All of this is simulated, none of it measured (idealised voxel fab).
Process module heading - voxel ribs on slabs
Square cell edge 5 nm, section width 285 nm, ID cut.
In this document a cross-section is written as a grid of square cells. It is given as a series of bands, listed from the top down, and a band is one or more rows of cells.
Top height, bottom height, nm. Materials left to right, width each, nm. Single material + "full width" = fills band edge to edge. "empty" = empty.
Where do heights start? At 0: under that level the wafer as delivered is made of one material only. And the lowest band has no floor; it just carries on downward, as in "0 and below".
Width spec "30..40" -> top row of cells at first value, bottom row at second value, equal per-row change in between.
"stayed the same" -> step changed no cross-section cell.
The list in "Unvented voids" covers empty spaces of 8 cells or more that cannot reach the top through any open way, and it gives each as width x height at distance; the distance is from the left edge, and width, height and distance are in nm.
Formally, on a step line, whatever follows the settings is a remark that the simulator itself makes on the step.
The line of a step may include "overlay nm". On a step with a mask, this value is how far to the right of its planned place the mask lay. A negative value means the mask lay to the left.

The following list gives the planned process steps:
| 1 | RECEIVE (material Si) |
| 2 | DIRECTIONAL_DEP (material SiO2; thk nm 20) |
| 3 | DIRECTIONAL_DEP (material polySi; thk nm 15) |
| 4 | MASKED_ETCH (tone cover; mask id RIB; width nm 20; etch materials polySi; depth nm 5; overlay nm 0) |
| 5 | DIRECTIONAL_DEP (material aC; thk nm 10) |
| 6 | PATTERN (tone cover; mask id SLAB; material resist; width nm 50; thk nm 25; overlay nm 0) |
| 7 | DIRECTIONAL_ETCH (etch materials aC; depth nm 10) |
| 8 | STRIP (etch materials resist) |
| 9 | DIRECTIONAL_ETCH (etch materials polySi; depth nm 10) |
| 10 | STRIP (etch materials aC) |
| 11 | FILL_DEP (material SiO2; thk nm 20) |
| 12 | CMP (height nm 45) |
| 13 | DIRECTIONAL_DEP (material TiN; thk nm 5) |
| 14 | PATTERN (tone cover; mask id HEATER; material resist; width nm 30; thk nm 20; overlay nm 0) |
| 15 | DIRECTIONAL_ETCH (etch materials TiN; depth nm 5) |
| 16 | STRIP (etch materials resist) |
| 17 | CONFORMAL_DEP (material SiO2; thk nm 10) |

First wafer, as planned:

Cross-section of the wafer at receipt, which is the condition after step 1:
* 0 and below | Si full width
* Unvented voids: none

So this is the wafer cross-section right after step 2:
* 20 down to 0 | SiO2 full width
* Anything lower than 0 is untouched.

So this is the wafer cross-section right after step 3:
* 35 down to 20 | polySi full width
* Anything lower than 20 is untouched.

So this is the wafer cross-section right after step 4:
* 35 down to 30 | empty (130), polySi (20), empty (135)
* Anything lower than 30 is untouched.

So this is the wafer cross-section right after step 5:
* 45 down to 40 | empty (130), aC (20), empty (135)
* 40 down to 35 | aC full width
* 35 down to 30 | aC (130), polySi (20), aC (135)
* Anything lower than 30 is untouched.

So this is the wafer cross-section right after step 6:
* 70 down to 45 | empty (115), resist (50), empty (120)
* 45 down to 40 | empty (115), resist (15), aC (20), resist (15), empty (120)
* Anything lower than 40 is untouched.

So this is the wafer cross-section right after step 7:
* 60 down to 45 | empty (115), resist (50), empty (120)
* 45 down to 40 | empty (115), resist (15), aC (20), resist (15), empty (120)
* 40 down to 35 | empty (115), aC (50), empty (120)
* 35 down to 30 | empty (115), aC (15), polySi (20), aC (15), empty (120)
* Anything lower than 30 is untouched.

So this is the wafer cross-section right after step 8:
* 45 down to 35 | empty (130..115), aC (20..50), empty (135..120)
* Anything lower than 35 is untouched.

So this is the wafer cross-section right after step 9:
* 45 down to 35 | empty (130..115), aC (20..50), empty (135..120)
* 35 down to 30 | empty (115), aC (15), polySi (20), aC (15), empty (120)
* 30 down to 20 | empty (115), polySi (50), empty (120)
* Anything lower than 20 is untouched.

So this is the wafer cross-section right after step 10:
* 35 down to 30 | empty (130), polySi (20), empty (135)
* Anything lower than 30 is untouched.

So this is the wafer cross-section right after step 11:
* 55 down to 35 | SiO2 full width
* 35 down to 30 | SiO2 (130), polySi (20), SiO2 (135)
* 30 down to 20 | SiO2 (115), polySi (50), SiO2 (120)
* Anything lower than 20 is untouched.

So this is the wafer cross-section right after step 12:
* 45 down to 35 | SiO2 full width
* Anything lower than 35 is untouched.

So this is the wafer cross-section right after step 13:
* 50 down to 45 | TiN full width
* Anything lower than 45 is untouched.

So this is the wafer cross-section right after step 14:
* 70 down to 50 | empty (125), resist (30), empty (130)
* Anything lower than 50 is untouched.

So this is the wafer cross-section right after step 15:
* 70 down to 50 | empty (125), resist (30), empty (130)
* 50 down to 45 | empty (125), TiN (30), empty (130)
* Anything lower than 45 is untouched.

So this is the wafer cross-section right after step 16:
* 50 down to 45 | empty (125), TiN (30), empty (130)
* Anything lower than 45 is untouched.

So this is the wafer cross-section right after step 17:
* 60 down to 55 | empty (115), SiO2 (50), empty (120)
* 55 down to 50 | SiO2 full width
* 50 down to 45 | SiO2 (125), TiN (30), SiO2 (130)
* Anything lower than 45 is untouched.

Second wafer, same starting conditions and recipe as the first, one mistake in executing it, nothing differs from the first up to and including step 10:

Second wafer cross-section, taken as of the time the plan sets for step 11 to be done:
* 55 down to 20 | polySi full width
* Anything lower than 20 is untouched.

Second wafer cross-section, taken as of the time the plan sets for step 12 to be done:
* 45 down to 20 | polySi full width
* Anything lower than 20 is untouched.

Second wafer cross-section, taken as of the time the plan sets for step 13 to be done:
* 50 down to 45 | TiN full width
* Anything lower than 45 is untouched.

Second wafer cross-section, taken as of the time the plan sets for step 14 to be done:
* 70 down to 50 | empty (125), resist (30), empty (130)
* Anything lower than 50 is untouched.

Second wafer cross-section, taken as of the time the plan sets for step 15 to be done:
* 70 down to 50 | empty (125), resist (30), empty (130)
* 50 down to 45 | empty (125), TiN (30), empty (130)
* Anything lower than 45 is untouched.

Second wafer cross-section, taken as of the time the plan sets for step 16 to be done:
* 50 down to 45 | empty (125), TiN (30), empty (130)
* Anything lower than 45 is untouched.

Second wafer cross-section, taken as of the time the plan sets for step 17 to be done:
* 60 down to 55 | empty (115), SiO2 (50), empty (120)
* 55 down to 50 | SiO2 full width
* 50 down to 45 | SiO2 (125), TiN (30), SiO2 (130)
* Anything lower than 45 is untouched.
Run error: contrary to plan, step 11 was performed as FILL_DEP (material polySi; thk nm 20)
End check, counted in cells, second wafer has more or fewer of these materials than the first: -261 SiO2; +261 polySi
